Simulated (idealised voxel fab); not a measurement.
process module | voxel transistor to metal
cross-section cut | 295 nm wide | cells 5 nm
A cross-section is a grid of square cells, given in bands from the top down. A band is one or more rows of cells.
Each band's line starts with the height of the band's top and of its bottom, in nm. Then come its materials from left to right, each with its width in nm. One material with "throughout" fills the band from edge to edge. "air" is empty space.
Height 0 is the level under which the wafer as received is all one material. The lowest band goes on downwards, as in "0 down".
A width such as "30 to 40" changes by the same amount from each row of cells to the next, from the band's top row to its bottom row.
"no change" after a step means that no cell of the cross-section changed.
closed voids: empty space of 8 cells or more with no open way to the top, each as width x height at its distance from the left edge, in nm
after a step's settings: what the simulator itself notes on the step
overlay nm, on a step with a mask: how far to the right of its planned place the mask lay; to the left if negative
plan
1 op RECEIVE | material Si
2 op CONFORMAL_DEP | material SiO2 | thk nm 5
3 op CONFORMAL_DEP | material SiN | thk nm 10
4 op MASKED_ETCH | tone cover | mask id ACTIVE | width nm 115 | pitch nm 135 | etch materials SiN | depth nm 10 | overlay nm 0
5 op MASKED_ETCH | tone cover | mask id ACTIVE | width nm 115 | pitch nm 135 | etch materials SiO2 | depth nm 5 | overlay nm 0
6 op MASKED_ETCH | tone cover | mask id ACTIVE | width nm 115 | pitch nm 135 | etch materials Si | depth nm 20 | overlay nm 0
7 op FILL_DEP | material SiO2 | thk nm 15
8 op CMP | height nm 15
9 op SELECTIVE_ETCH | etch materials SiO2 | depth nm 10
10 op STRIP | etch materials SiN
11 op SELECTIVE_ETCH | etch materials SiO2 | depth nm 5
12 op OXIDIZE | depth nm 5
13 op DIRECTIONAL_DEP | material polySi | thk nm 30
14 op DIRECTIONAL_DEP | material SiCN | thk nm 15
15 op DIRECTIONAL_DEP | material aC | thk nm 15
16 op PATTERN | tone cover | mask id GATE | material resist | width nm 25 | pitch nm 135 | thk nm 35 | overlay nm 0
17 op DIRECTIONAL_ETCH | etch materials aC | depth nm 15
18 op STRIP | etch materials resist
19 op DIRECTIONAL_ETCH | etch materials SiCN | depth nm 25
20 op DIRECTIONAL_ETCH | etch materials polySi | depth nm 40
21 op STRIP | etch materials aC
22 op CONFORMAL_DEP | material SiO2 | thk nm 5
23 op DIRECTIONAL_ETCH | etch materials SiO2 | depth nm 5
24 op CONFORMAL_DEP | material SiN | thk nm 10
25 op DIRECTIONAL_ETCH | etch materials SiN | depth nm 10
26 op DIRECTIONAL_ETCH | etch materials SiO2 | depth nm 5
27 op DIRECTIONAL_ETCH | etch materials Si | depth nm 10
28 op EPI | material SiGe | thk nm 10
29 op FILL_DEP | material SiO2 | thk nm 5
30 op CMP | height nm 30
31 op STRIP | etch materials polySi
32 op SELECTIVE_ETCH | etch materials SiO2 | depth nm 5
33 op CONFORMAL_DEP | material HfO2 | thk nm 5
34 op CONFORMAL_DEP | material TiN | thk nm 5
35 op FILL_DEP | material W | thk nm 10
36 op CMP | height nm 25
37 op DIRECTIONAL_DEP | material SiO2 | thk nm 10
38 op MASKED_ETCH | tone open | mask id CONTACT | width nm 20 | etch materials SiO2 | depth nm 40 | overlay nm 0
39 op CONFORMAL_DEP | material TiN | thk nm 5
40 op FILL_DEP | material W | thk nm 5
41 op CMP | height nm 35
42 op CONFORMAL_DEP | material SiN | thk nm 5
43 op DIRECTIONAL_DEP | material lowk | thk nm 15
44 op MASKED_ETCH | tone open | mask id METAL_1 | width nm 20 | etch materials lowk | depth nm 15 | overlay nm 0
45 op MASKED_ETCH | tone open | mask id METAL_1 | width nm 20 | etch materials SiN | depth nm 5 | overlay nm 0
46 op CONFORMAL_DEP | material TiN | thk nm 5
47 op FILL_DEP | material Cu | thk nm 10
48 op CMP | height nm 55
49 op CONFORMAL_DEP | material SiCN | thk nm 5
50 op DIRECTIONAL_DEP | material lowk | thk nm 30
51 op DIRECTIONAL_DEP | material aC | thk nm 10
52 op PATTERN | tone open | mask id METAL_2_HOLES | material resist | width nm 15 | pitch nm 135 | thk nm 30 | overlay nm 0
53 op DIRECTIONAL_ETCH | etch materials aC | depth nm 10
54 op STRIP | etch materials resist
55 op DIRECTIONAL_ETCH | etch materials lowk | depth nm 30
56 op STRIP | etch materials aC
57 op PATTERN | tone open | mask id METAL_2 | material resist | width nm 20 | pitch nm 135 | thk nm 15 | overlay nm 0
58 op DIRECTIONAL_ETCH | etch materials lowk | depth nm 15
59 op DIRECTIONAL_ETCH | etch materials SiCN | depth nm 5
60 op STRIP | etch materials resist
61 op CONFORMAL_DEP | material TiN | thk nm 5
62 op FILL_DEP | material Ru | thk nm 10
63 op CMP | height nm 90
64 op CONFORMAL_DEP | material SiCN | thk nm 5
as received, after step 1
  0 down: Si throughout
  closed voids: none
first wafer at the end, as planned
  95 to 90: SiCN throughout
  90 to 80: lowk 25 | TiN 5 | Ru 10 | TiN 5 | lowk 115 | TiN 5 | Ru 10 | TiN 5 | lowk 115
  80 to 75: lowk 25 | TiN 5 | Ru 5 | TiN 10 | lowk 115 | TiN 5 | Ru 5 | TiN 10 | lowk 115
  75 to 60: lowk 25 | TiN 5 | Ru 5 | TiN 5 | lowk 120 | TiN 5 | Ru 5 | TiN 5 | lowk 120
  60 to 55: SiCN 25 | TiN 15 | SiCN 120 | TiN 15 | SiCN 120
  55 to 40: lowk 25 | TiN 5 | Cu 10 | TiN 5 | lowk 65 | TiN 5 | Cu 10 | TiN 5 | lowk 30 | TiN 5 | Cu 10 | TiN 5 | lowk 65 | TiN 5 | Cu 10 | TiN 5 | lowk 30
  40 to 35: SiN 25 | TiN 20 | SiN 65 | TiN 20 | SiN 30 | TiN 20 | SiN 65 | TiN 20 | SiN 30
  35 to 25: SiO2 25 | TiN 5 | W 10 | TiN 5 | SiO2 65 | TiN 5 | W 10 | TiN 5 | SiO2 30 | TiN 5 | W 10 | TiN 5 | SiO2 65 | TiN 5 | W 10 | TiN 5 | SiO2 30
  25 to 10: SiO2 25 | TiN 5 | W 10 | TiN 5 | SiO2 5 | SiN 10 | HfO2 5 | TiN 5 | W 15 | TiN 5 | HfO2 5 | SiN 10 | SiO2 5 | TiN 5 | W 10 | TiN 5 | SiO2 30 | TiN 5 | W 10 | TiN 5 | SiO2 5 | SiN 10 | HfO2 5 | TiN 5 | W 15 | TiN 5 | HfO2 5 | SiN 10 | SiO2 5 | TiN 5 | W 10 | TiN 5 | SiO2 30
  10 to 5: SiO2 25 | TiN 5 | W 5 | TiN 10 | SiO2 5 | SiN 10 | HfO2 5 | TiN 5 | W 15 | TiN 5 | HfO2 5 | SiN 10 | SiO2 5 | TiN 10 | W 5 | TiN 5 | SiO2 30 | TiN 5 | W 5 | TiN 10 | SiO2 5 | SiN 10 | HfO2 5 | TiN 5 | W 15 | TiN 5 | HfO2 5 | SiN 10 | SiO2 5 | TiN 10 | W 5 | TiN 5 | SiO2 30
  5 to 0: SiO2 25 | TiN 5 | W 5 | TiN 5 | SiGe 10 | SiN 10 | HfO2 5 | TiN 25 | HfO2 5 | SiN 10 | SiGe 10 | TiN 5 | W 5 | TiN 5 | SiO2 30 | TiN 5 | W 5 | TiN 5 | SiGe 10 | SiN 10 | HfO2 5 | TiN 25 | HfO2 5 | SiN 10 | SiGe 10 | TiN 5 | W 5 | TiN 5 | SiO2 30
  0 to -5: SiO2 25 | TiN 15 | SiGe 10 | SiO2 10 | HfO2 35 | SiO2 10 | SiGe 10 | TiN 15 | SiO2 30 | TiN 15 | SiGe 10 | SiO2 10 | HfO2 35 | SiO2 10 | SiGe 10 | TiN 15 | SiO2 30
  -5 to -15: SiO2 20 | SiGe 30 | Si 55 | SiGe 30 | SiO2 20 | SiGe 30 | Si 55 | SiGe 30 | SiO2 25
  -15 to -20: SiO2 20 | Si 115 | SiO2 20 | Si 115 | SiO2 25
  -20 down: Si throughout
  closed voids: none
second wafer at the end: like start, like plan, one mistake
  95 to 90: SiCN throughout
  90 to 80: lowk 25 | TiN 5 | Ru 10 | TiN 5 | lowk 115 | TiN 5 | Ru 10 | TiN 5 | lowk 115
  80 to 75: lowk 25 | TiN 5 | Ru 5 | TiN 10 | lowk 115 | TiN 5 | Ru 5 | TiN 10 | lowk 115
  75 to 60: lowk 25 | TiN 5 | Ru 5 | TiN 5 | lowk 120 | TiN 5 | Ru 5 | TiN 5 | lowk 120
  60 to 55: SiCN 25 | TiN 15 | SiCN 120 | TiN 15 | SiCN 120
  55 to 40: lowk 25 | TiN 5 | Cu 10 | TiN 5 | lowk 65 | TiN 5 | Cu 10 | TiN 5 | lowk 30 | TiN 5 | Cu 10 | TiN 5 | lowk 65 | TiN 5 | Cu 10 | TiN 5 | lowk 30
  40 to 35: SiN 25 | TiN 20 | SiN 65 | TiN 20 | SiN 30 | TiN 20 | SiN 65 | TiN 20 | SiN 30
  35 to 25: SiO2 25 | TiN 5 | W 10 | TiN 5 | SiO2 65 | TiN 5 | W 10 | TiN 5 | SiO2 30 | TiN 5 | W 10 | TiN 5 | SiO2 65 | TiN 5 | W 10 | TiN 5 | SiO2 30
  25 to 15: SiO2 25 | TiN 5 | W 10 to 5 | TiN 5 to 10 | SiO2 5 | SiN 10 | HfO2 5 | TiN 5 | W 15 | TiN 5 | HfO2 5 | SiN 10 | SiO2 5 | TiN 5 to 10 | W 10 to 5 | TiN 5 | SiO2 30 | TiN 5 | W 10 to 5 | TiN 5 to 10 | SiO2 5 | SiN 10 | HfO2 5 | TiN 5 | W 15 | TiN 5 | HfO2 5 | SiN 10 | SiO2 5 | TiN 5 to 10 | W 10 to 5 | TiN 5 | SiO2 30
  15 to 10: SiO2 25 | TiN 5 | W 5 | TiN 5 | SiO2 10 | SiN 10 | HfO2 5 | TiN 5 | W 15 | TiN 5 | HfO2 5 | SiN 10 | SiO2 10 | TiN 5 | W 5 | TiN 5 | SiO2 30 | TiN 5 | W 5 | TiN 5 | SiO2 10 | SiN 10 | HfO2 5 | TiN 5 | W 15 | TiN 5 | HfO2 5 | SiN 10 | SiO2 10 | TiN 5 | W 5 | TiN 5 | SiO2 30
  10 to 5: SiO2 25 | TiN 15 | SiO2 10 | SiN 10 | HfO2 5 | TiN 5 | W 15 | TiN 5 | HfO2 5 | SiN 10 | SiO2 10 | TiN 15 | SiO2 30 | TiN 15 | SiO2 10 | SiN 10 | HfO2 5 | TiN 5 | W 15 | TiN 5 | HfO2 5 | SiN 10 | SiO2 10 | TiN 15 | SiO2 30
  5 to 0: SiO2 40 | SiGe 10 | SiN 10 | HfO2 5 | TiN 25 | HfO2 5 | SiN 10 | SiGe 10 | SiO2 60 | SiGe 10 | SiN 10 | HfO2 5 | TiN 25 | HfO2 5 | SiN 10 | SiGe 10 | SiO2 45
  0 to -5: SiO2 40 | SiGe 10 | SiO2 10 | HfO2 35 | SiO2 10 | SiGe 10 | SiO2 60 | SiGe 10 | SiO2 10 | HfO2 35 | SiO2 10 | SiGe 10 | SiO2 45
  -5 to -15: SiO2 20 | SiGe 30 | Si 55 | SiGe 30 | SiO2 20 | SiGe 30 | Si 55 | SiGe 30 | SiO2 25
  -15 to -20: SiO2 20 | Si 115 | SiO2 20 | Si 115 | SiO2 25
  -20 down: Si throughout
  closed voids: none
what went wrong: steps 37 and 38 were swapped
at the end the second wafer has, in cells: 32 more of SiO2 | 16 fewer of TiN | 16 fewer of W
